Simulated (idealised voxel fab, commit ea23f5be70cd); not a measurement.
process module | voxel tone inversion
cross-section cut | 190 nm wide | cells 5 nm
A cross-section is a grid of square cells, given in bands from the top down. A band is one or more rows of cells.
Each band's line starts with the height of the band's top and of its bottom, in nm. Then come its materials from left to right, each with its width in nm. One material with "throughout" fills the band from edge to edge. "air" is empty space.
Height 0 is the level under which the wafer as received is all one material. The lowest band goes on downwards, as in "0 down".
A width such as "30 to 40" changes by the same amount from each row of cells to the next, from the band's top row to its bottom row.
"no change" after a step means that no cell of the cross-section changed.
closed voids: empty space of 8 cells or more with no open way to the top, each as width x height at its distance from the left edge, in nm
after a step's settings: what the simulator itself notes on the step
overlay nm, on a step with a mask: how far to the right of its planned place the mask lay; to the left if negative
plan
1 op RECEIVE | material Si
2 op CONFORMAL_DEP | material SiN | thk nm 5
3 op DIRECTIONAL_DEP | material polySi | thk nm 15
4 op PATTERN | tone cover | mask id POSTS | material resist | width nm 25 | pitch nm 45 | thk nm 25 | overlay nm 0
5 op DIRECTIONAL_ETCH | etch materials polySi | depth nm 15
6 op STRIP | etch materials resist
7 op FILL_DEP | material SiO2 | thk nm 5
8 op CMP | height nm 25
9 op STRIP | etch materials polySi
varied across the wafers: thk nm of step 2. The plan shows the first wafer's value. All wafers start alike
first wafer as received, after step 1
  0 down: Si throughout
  closed voids: none
first wafer at the end, after step 9
  25 to 20: SiO2 throughout
  20 to 5: SiO2 15 | polySi 25 | SiO2 20 | polySi 25 | SiO2 20 | polySi 25 | SiO2 20 | polySi 25 | SiO2 15
  5 to 0: SiN throughout
  0 down: Si throughout
  closed voids: none
last wafer at the end
  25 to 0: SiN throughout
  0 down: Si throughout
  closed voids: none
each wafer at the end: cells of each material gained (+) or lost (-) since it was received, then its closed voids
thk nm 5 | +38 SiN | +92 SiO2 | +60 polySi | closed voids: none
thk nm 10 | +76 SiN | +54 SiO2 | closed voids: none
thk nm 15 | +114 SiN | +36 SiO2 | closed voids: none
thk nm 20 | +152 SiN | +18 SiO2 | closed voids: none
thk nm 25 | +190 SiN | closed voids: none
